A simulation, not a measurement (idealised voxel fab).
The document below concerns the process module designated voxel capacitor over wiring.
In the cross-section labelled cut, the width is 190 nm and each square cell is 5 nm.
Notation: cross-section as square-cell grid; stated in bands, top first, going down; one or more cell rows per band.
Band: top and bottom heights (nm) first, top before bottom; then materials from left to right, widths in nm. "full width" marks a sole material filling the band edge to edge. "air" denotes empty space.
Below 0: as-received wafer, all one material; heights counted from there. Lowest band: no bottom, goes on down, written "0 and below".
Top row gets the first number, bottom row gets the second, and each row in between changes by the same step: that is how a band width like "30..40" works.
Key: "no alterations made" - step with no changed cell in the cross-section.
"Unvented voids" specifies each empty space that is not open to the top and that occupies no fewer than 8 cells, using the form width x height at distance, the distance measured from the left edge and all three quantities in nm.
If you see something after the settings on a step's line, that's the simulator's own remark about that step.
The line of a step may include "overlay nm". On a step with a mask, this value is how far to the right of its planned place the mask lay. A negative value means the mask lay to the left.
List of planned process steps
1. RECEIVE,material Si
2. CONFORMAL_DEP,material SiO2,thk nm 10
3. CONFORMAL_DEP,material SiCN,thk nm 5
4. DIRECTIONAL_DEP,material SiO2,thk nm 20
5. MASKED_ETCH,tone open,mask id METAL_1,width nm 25,pitch nm 75,etch materials SiO2,depth nm 20,overlay nm 0
6. MASKED_ETCH,tone open,mask id METAL_1,width nm 25,pitch nm 75,etch materials SiCN,depth nm 5,overlay nm 0
7. CONFORMAL_DEP,material TiN,thk nm 5
8. FILL_DEP,material Ru,thk nm 10
9. CMP,height nm 35
10. CONFORMAL_DEP,material SiCN,thk nm 5
11. DIRECTIONAL_DEP,material SiO2,thk nm 20
12. PATTERN,tone open,mask id PLUG_1,material resist,width nm 15,thk nm 15,overlay nm 0
13. DIRECTIONAL_ETCH,etch materials SiO2,depth nm 20
14. DIRECTIONAL_ETCH,etch materials SiCN,depth nm 5
15. STRIP,etch materials resist
16. EPI,material Ru,thk nm 10
17. EPI,material Ru,thk nm 10
18. EPI,material Ru,thk nm 5
19. DIRECTIONAL_DEP,material TiN,thk nm 5
20. DIRECTIONAL_DEP,material SiN,thk nm 5
21. DIRECTIONAL_DEP,material TiN,thk nm 10
22. DIRECTIONAL_DEP,material aC,thk nm 10
23. PATTERN,tone cover,mask id UPPER_PLATE,material resist,width nm 55,thk nm 30,overlay nm 0
24. DIRECTIONAL_ETCH,etch materials aC,depth nm 10
25. STRIP,etch materials resist
26. DIRECTIONAL_ETCH,etch materials TiN,depth nm 10
27. DIRECTIONAL_ETCH,etch materials SiN,depth nm 5
28. STRIP,etch materials aC
29. DIRECTIONAL_DEP,material aC,thk nm 10
30. PATTERN,tone cover,mask id LOWER_PLATE,material resist,width nm 65,thk nm 30,overlay nm 0
31. DIRECTIONAL_ETCH,etch materials aC,depth nm 10
32. STRIP,etch materials resist
33. DIRECTIONAL_ETCH,etch materials TiN,depth nm 5
34. STRIP,etch materials aC
35. FILL_DEP,material SiO2,thk nm 20
36. CMP,height nm 95
37. MASKED_ETCH,tone open,mask id PLUG_2,width nm 15,etch materials SiO2,depth nm 15,overlay nm 0
38. CONFORMAL_DEP,material TiN,thk nm 5
39. FILL_DEP,material Ru,thk nm 5
40. CMP,height nm 95
41. CONFORMAL_DEP,material SiN,thk nm 5
First out of two wafers; run went to plan
Cross-section: wafer on arrival = after step 1
  0 and below | Si full width
  Unvented voids: none
The wafer in cross-section once step 2 is complete
  10 down to 0 | SiO2 full width
  Under 0: no change, same as before.
The wafer in cross-section once step 3 is complete
  15 down to 10 | SiCN full width
  Under 10: no change, same as before.
The wafer in cross-section once step 4 is complete
  35 down to 15 | SiO2 full width
  Under 15: no change, same as before.
The wafer in cross-section once step 5 is complete
  35 down to 15 | SiO2 (45), then air (25), then SiO2 (50), then air (25), then SiO2 (45)
  Under 15: no change, same as before.
The wafer in cross-section once step 6 is complete
  35 down to 15 | SiO2 (45), then air (25), then SiO2 (50), then air (25), then SiO2 (45)
  15 down to 10 | SiCN (45), then air (25), then SiCN (50), then air (25), then SiCN (45)
  Under 10: no change, same as before.
The wafer in cross-section once step 7 is complete
  40 down to 35 | TiN (50), then air (15), then TiN (60), then air (15), then TiN (50)
  35 down to 15 | SiO2 (45), then TiN (5), then air (15), then TiN (5), then SiO2 (50), then TiN (5), then air (15), then TiN (5), then SiO2 (45)
  15 down to 10 | SiCN (45), then TiN (25), then SiCN (50), then TiN (25), then SiCN (45)
  Under 10: no change, same as before.
The wafer in cross-section once step 8 is complete
  50 down to 40 | Ru full width
  40 down to 35 | TiN (50), then Ru (15), then TiN (60), then Ru (15), then TiN (50)
  35 down to 15 | SiO2 (45), then TiN (5), then Ru (15), then TiN (5), then SiO2 (50), then TiN (5), then Ru (15), then TiN (5), then SiO2 (45)
  Under 15: no change, same as before.
The wafer in cross-section once step 9 is complete
  35 down to 15 | SiO2 (45), then TiN (5), then Ru (15), then TiN (5), then SiO2 (50), then TiN (5), then Ru (15), then TiN (5), then SiO2 (45)
  Under 15: no change, same as before.
The wafer in cross-section once step 10 is complete
  40 down to 35 | SiCN full width
  Under 35: no change, same as before.
The wafer in cross-section once step 11 is complete
  60 down to 40 | SiO2 full width
  Under 40: no change, same as before.
The wafer in cross-section once step 12 is complete
  75 down to 60 | resist (55), then air (15), then resist (120)
  Under 60: no change, same as before.
The wafer in cross-section once step 13 is complete
  75 down to 60 | resist (55), then air (15), then resist (120)
  60 down to 40 | SiO2 (55), then air (15), then SiO2 (120)
  Under 40: no change, same as before.
The wafer in cross-section once step 14 is complete
  75 down to 60 | resist (55), then air (15), then resist (120)
  60 down to 40 | SiO2 (55), then air (15), then SiO2 (120)
  40 down to 35 | SiCN (55), then air (15), then SiCN (120)
  Under 35: no change, same as before.
The wafer in cross-section once step 15 is complete
  60 down to 40 | SiO2 (55), then air (15), then SiO2 (120)
  Under 40: no change, same as before.
The wafer in cross-section once step 16 is complete
  60 down to 45 | SiO2 (55), then air (15), then SiO2 (120)
  45 down to 40 | SiO2 (55), then Ru (15), then SiO2 (120)
  40 down to 35 | SiCN (55), then Ru (15), then SiCN (120)
  Under 35: no change, same as before.
The wafer in cross-section once step 17 is complete
  60 down to 55 | SiO2 (55), then air (15), then SiO2 (120)
  55 down to 40 | SiO2 (55), then Ru (15), then SiO2 (120)
  Under 40: no change, same as before.
The wafer in cross-section once step 18 is complete
  60 down to 40 | SiO2 (55), then Ru (15), then SiO2 (120)
  Under 40: no change, same as before.
The wafer in cross-section once step 19 is complete
  65 down to 60 | TiN full width
  Under 60: no change, same as before.
The wafer in cross-section once step 20 is complete
  70 down to 65 | SiN full width
  Under 65: no change, same as before.
The wafer in cross-section once step 21 is complete
  80 down to 70 | TiN full width
  Under 70: no change, same as before.
The wafer in cross-section once step 22 is complete
  90 down to 80 | aC full width
  Under 80: no change, same as before.
The wafer in cross-section once step 23 is complete
  120 down to 90 | air (55), then resist (55), then air (80)
  Under 90: no change, same as before.
The wafer in cross-section once step 24 is complete
  110 down to 90 | air (55), then resist (55), then air (80)
  90 down to 80 | air (55), then aC (55), then air (80)
  Under 80: no change, same as before.
The wafer in cross-section once step 25 is complete
  90 down to 80 | air (55), then aC (55), then air (80)
  Under 80: no change, same as before.
The wafer in cross-section once step 26 is complete
  90 down to 80 | air (55), then aC (55), then air (80)
  80 down to 70 | air (55), then TiN (55), then air (80)
  Under 70: no change, same as before.
The wafer in cross-section once step 27 is complete
  90 down to 80 | air (55), then aC (55), then air (80)
  80 down to 70 | air (55), then TiN (55), then air (80)
  70 down to 65 | air (55), then SiN (55), then air (80)
  Under 65: no change, same as before.
The wafer in cross-section once step 28 is complete
  80 down to 70 | air (55), then TiN (55), then air (80)
  Under 70: no change, same as before.
The wafer in cross-section once step 29 is complete
  90 down to 80 | air (55), then aC (55), then air (80)
  80 down to 75 | air (55), then TiN (55), then air (80)
  75 down to 70 | aC (55), then TiN (55), then aC (80)
  70 down to 65 | aC (55), then SiN (55), then aC (80)
  Under 65: no change, same as before.
The wafer in cross-section once step 30 is complete
  120 down to 90 | air (50), then resist (65), then air (75)
  90 down to 80 | air (50), then resist (5), then aC (55), then resist (5), then air (75)
  80 down to 75 | air (50), then resist (5), then TiN (55), then resist (5), then air (75)
  Under 75: no change, same as before.
The wafer in cross-section once step 31 is complete
  110 down to 90 | air (50), then resist (65), then air (75)
  90 down to 80 | air (50), then resist (5), then aC (55), then resist (5), then air (75)
  80 down to 75 | air (50), then resist (5), then TiN (55), then resist (5), then air (75)
  75 down to 70 | air (50), then aC (5), then TiN (55), then aC (5), then air (75)
  70 down to 65 | air (50), then aC (5), then SiN (55), then aC (5), then air (75)
  Under 65: no change, same as before.
The wafer in cross-section once step 32 is complete
  90 down to 80 | air (55), then aC (55), then air (80)
  80 down to 75 | air (55), then TiN (55), then air (80)
  Under 75: no change, same as before.
The wafer in cross-section once step 33 is complete
  90 down to 80 | air (55), then aC (55), then air (80)
  80 down to 75 | air (55), then TiN (55), then air (80)
  75 down to 70 | air (50), then aC (5), then TiN (55), then aC (5), then air (75)
  70 down to 65 | air (50), then aC (5), then SiN (55), then aC (5), then air (75)
  65 down to 60 | air (50), then TiN (65), then air (75)
  Under 60: no change, same as before.
The wafer in cross-section once step 34 is complete
  80 down to 70 | air (55), then TiN (55), then air (80)
  70 down to 65 | air (55), then SiN (55), then air (80)
  Under 65: no change, same as before.
The wafer in cross-section once step 35 is complete
  100 down to 80 | SiO2 full width
  80 down to 70 | SiO2 (55), then TiN (55), then SiO2 (80)
  70 down to 65 | SiO2 (55), then SiN (55), then SiO2 (80)
  65 down to 60 | SiO2 (50), then TiN (65), then SiO2 (75)
  Under 60: no change, same as before.
The wafer in cross-section once step 36 is complete
  95 down to 80 | SiO2 full width
  Under 80: no change, same as before.
The wafer in cross-section once step 37 is complete
  95 down to 80 | SiO2 (65), then air (15), then SiO2 (110)
  Under 80: no change, same as before.
The wafer in cross-section once step 38 is complete
  100 down to 95 | TiN (70), then air (5), then TiN (115)
  95 down to 85 | SiO2 (65), then TiN (5), then air (5), then TiN (5), then SiO2 (110)
  85 down to 80 | SiO2 (65), then TiN (15), then SiO2 (110)
  Under 80: no change, same as before.
The wafer in cross-section once step 39 is complete
  105 down to 100 | Ru full width
  100 down to 95 | TiN (70), then Ru (5), then TiN (115)
  95 down to 85 | SiO2 (65), then TiN (5), then Ru (5), then TiN (5), then SiO2 (110)
  Under 85: no change, same as before.
The wafer in cross-section once step 40 is complete
  95 down to 85 | SiO2 (65), then TiN (5), then Ru (5), then TiN (5), then SiO2 (110)
  Under 85: no change, same as before.
The wafer in cross-section once step 41 is complete
  100 down to 95 | SiN full width
  Under 95: no change, same as before.
Companion wafer, the second of two: same beginning, same intended sequence, one mistake in carrying it out; through step 40 inclusive it tracks the first exactly
Second wafer at the planned finish of step 41, seen in cross-section
  100 down to 95 | SiO2 full width
  Under 95: no change, same as before.
Run error: rather than as planned, step 41 actually ran as CONFORMAL_DEP,material SiO2,thk nm 5
Count the cells at the end and the second wafer has more or fewer of some materials than the first: SiN: 38 fewer; SiO2: 38 more
